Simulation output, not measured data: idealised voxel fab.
A process module follows: voxel fin reveal.
We display cut, a cross-section 235 nm in width whose square cells are each 5 nm.
Throughout this document, each cross-section is represented as a grid of square cells and is presented as a sequence of bands enumerated from the top downward, where a band comprises one or more rows of cells. The band entry comprises the height of the band's top followed by the height of its bottom, expressed in nm, and subsequently the band's materials from left to right, each stated together with its width in nm. Where a single material is marked with the word "throughout", that material fills the band from edge to edge. The word "air" represents empty space. Measure heights from 0. That's the level where, below it, the as-received wafer is all one material. The lowest band is bottomless and extends downward; write it as in "0 and below". Quick explanation for "30->40": the width changes in equal steps down the rows of cells, from the first number in the band's top row to the second number in its bottom row. "left unchanged" after a step means that no cell of the cross-section changed. This entry, "Sealed-off cavities", enumerates those empty regions of no fewer than 8 cells that possess no open connection to the top. Each region is reported in the form width x height at distance, the distance being taken from the left edge, with all three quantities expressed in nm. Text after the settings on a step's line: the simulator's own remark on that step. overlay nm: mask offset rightward from planned place, masked step; negative means leftward offset.

# Below is the list of planned process steps
1,op RECEIVE | material Si
2,op CONFORMAL_DEP | material SiN | thk nm 5
3,op PATTERN | tone cover | mask id FINS | material resist | width nm 15 | pitch nm 40 | thk nm 20 | overlay nm 0
4,op DIRECTIONAL_ETCH | etch materials SiN | depth nm 5
5,op DIRECTIONAL_ETCH | etch materials Si | depth nm 35
6,op STRIP | etch materials resist
7,op OXIDIZE | depth nm 5
8,op FILL_DEP | material SiO2 | thk nm 5
9,op CMP | height nm 5
10,op SELECTIVE_ETCH | etch materials SiO2 | depth nm 15
11,op STRIP | etch materials SiN
12,op CONFORMAL_DEP | material SiO2 | thk nm 5

# Cross-section: wafer on arrival = after step 1
> 0 and below: Si throughout
> Sealed-off cavities: none

# First wafer of two, sectioned at end of module; run went per plan
> 5 down to 0: air=50, SiO2=15, air=25, SiO2=15, air=25, SiO2=15, air=25, SiO2=15, air=50
> 0 down to -5: air=50, SiO2=5, Si=5, SiO2=5, air=25, SiO2=5, Si=5, SiO2=5, air=25, SiO2=5, Si=5, SiO2=5, air=25, SiO2=5, Si=5, SiO2=5, air=50
> -5 down to -40: SiO2=55, Si=5, SiO2=35, Si=5, SiO2=35, Si=5, SiO2=35, Si=5, SiO2=55
> -40 and below: Si throughout
> Sealed-off cavities: none

# End-of-module cross-section of the second wafer: identical starting point and process plan to the first, with one processing mistake
> 5 down to 0: air=45, SiO2=25, air=15, SiO2=25, air=15, SiO2=25, air=15, SiO2=25, air=45
> 0 down to -5: air=45, SiO2=5, Si=15, SiO2=5, air=15, SiO2=5, Si=15, SiO2=5, air=15, SiO2=5, Si=15, SiO2=5, air=15, SiO2=5, Si=15, SiO2=5, air=45
> -5 down to -40: SiO2=50, Si=15, SiO2=25, Si=15, SiO2=25, Si=15, SiO2=25, Si=15, SiO2=50
> -40 and below: Si throughout
> Sealed-off cavities: none
Deviation noted in wafer processing: step 3 did not happen as planned, as run it was op PATTERN | tone cover | mask id FINS | material resist | width nm 25 | pitch nm 40 | thk nm 20 | overlay nm 0
Once processing is complete, comparing cell counts shows that the second wafer has more or fewer of certain materials than the first: Si: 64 more; SiO2: 48 fewer
